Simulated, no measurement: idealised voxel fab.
The name of this process module is voxel capacitor over wiring.
Shown is cross-section cut, with a width of 165 nm and square cells of size 5 nm.
Notation: cross-section as square-cell grid; stated in bands, top first, going down; one or more cell rows per band. Read a band's entry like this: the first values are the height of its top and the height of its bottom in nm, and what follows is the sequence of materials from left to right, each with its width in nm. Note that "empty" is empty space, and that a single material marked "all across" reaches across the band from edge to edge. Basically, 0 is our baseline, since under it the wafer straight out of the box is all one material. The bottom band has no lower end and keeps on going down, so it looks like "top 0, no bottom". You'd read "30 to 40" like this: the band's top row of cells is as wide as the first number, its bottom row is as wide as the second, and going down, every row changes width by the same amount as the row before did. Given "nothing altered" for a step, no cell of the cross-section differs between before and after that step. Closed empty spaces (no open way to the top) of 8 cells or more are what "Voids lacking openings" lists, each as width x height at distance from the left edge, nm for all three. Read whatever lies past the settings on a step's line as the simulator's own remark about the step. "overlay nm" on a masked step: distance the mask lay right of its planned place, negative for left.

HERE'S WHAT THE PLANNED PROCESS STEPS LOOK LIKE
- 1: RECEIVE: material Si
- 2: CONFORMAL_DEP: material SiO2, thk nm 15
- 3: CONFORMAL_DEP: material SiCN, thk nm 5
- 4: DIRECTIONAL_DEP: material SiO2, thk nm 25
- 5: PATTERN: tone open, mask id METAL_1, material resist, width nm 30, pitch nm 95, thk nm 15, overlay nm 0
- 6: DIRECTIONAL_ETCH: etch materials SiO2, depth nm 25
- 7: DIRECTIONAL_ETCH: etch materials SiCN, depth nm 5
- 8: STRIP: etch materials resist
- 9: CONFORMAL_DEP: material TiN, thk nm 5
- 10: FILL_DEP: material Ru, thk nm 5
- 11: CMP: height nm 45
- 12: EPI: material Ru, thk nm 5
- 13: FILL_DEP: material SiCN, thk nm 5
- 14: DIRECTIONAL_DEP: material SiO2, thk nm 20
- 15: DIRECTIONAL_DEP: material aC, thk nm 10
- 16: PATTERN: tone open, mask id PLUG_1, material resist, width nm 15, thk nm 25, overlay nm 0
- 17: DIRECTIONAL_ETCH: etch materials aC, depth nm 10
- 18: STRIP: etch materials resist
- 19: DIRECTIONAL_ETCH: etch materials SiO2, depth nm 20
- 20: DIRECTIONAL_ETCH: etch materials SiCN, depth nm 5
- 21: STRIP: etch materials aC
- 22: CONFORMAL_DEP: material TiN, thk nm 5
- 23: FILL_DEP: material W, thk nm 5
- 24: CMP: height nm 75
- 25: DIRECTIONAL_DEP: material TiN, thk nm 5
- 26: DIRECTIONAL_DEP: material SiN, thk nm 5
- 27: DIRECTIONAL_DEP: material TiN, thk nm 10
- 28: MASKED_ETCH: tone cover, mask id UPPER_PLATE, width nm 70, etch materials TiN, depth nm 10, overlay nm 0
- 29: MASKED_ETCH: tone cover, mask id UPPER_PLATE, width nm 70, etch materials SiN, depth nm 5, overlay nm 0
- 30: PATTERN: tone cover, mask id LOWER_PLATE, material resist, width nm 80, thk nm 15, overlay nm 0
- 31: DIRECTIONAL_ETCH: etch materials TiN, depth nm 5
- 32: STRIP: etch materials resist
- 33: FILL_DEP: material SiO2, thk nm 15
- 34: CMP: height nm 105
- 35: PATTERN: tone open, mask id PLUG_2, material resist, width nm 15, thk nm 20, overlay nm 0
- 36: DIRECTIONAL_ETCH: etch materials SiO2, depth nm 10
- 37: STRIP: etch materials resist
- 38: CONFORMAL_DEP: material TiN, thk nm 5
- 39: FILL_DEP: material Cu, thk nm 5
- 40: CMP: height nm 105
- 41: CONFORMAL_DEP: material SiCN, thk nm 5

AS-RECEIVED WAFER CROSS-SECTION (AFTER STEP 1)
> top 0, no bottom | Si all across
> Voids lacking openings: none

END-OF-MODULE CROSS-SECTION. STARTING STRUCTURE AND PROCESS PLAN AS ABOVE; ONE MISTAKE MADE IN RUNNING IT
> top 100, bottom 95 | SiCN all across
> top 95, bottom 85 | SiO2 (35); TiN (70); SiO2 (60)
> top 85, bottom 80 | SiO2 (35); SiN (70); SiO2 (60)
> top 80, bottom 75 | SiO2 (30); TiN (80); SiO2 (55)
> top 75, bottom 55 | SiO2 (35); TiN (5); W (5); TiN (5); SiO2 (115)
> top 55, bottom 50 | SiCN (35); TiN (15); SiCN (115)
> top 50, bottom 45 | SiCN (15); Ru (40); SiCN (55); Ru (40); SiCN (15)
> top 45, bottom 20 | SiO2 (20); TiN (5); Ru (20); TiN (5); SiO2 (65); TiN (5); Ru (20); TiN (5); SiO2 (20)
> top 20, bottom 15 | SiCN (20); TiN (30); SiCN (65); TiN (30); SiCN (20)
> top 15, bottom 0 | SiO2 all across
> top 0, no bottom | Si all across
> Voids lacking openings: none
Finding, execution versus plan: step 40 deviated from plan and actually ran as CMP: height nm 95
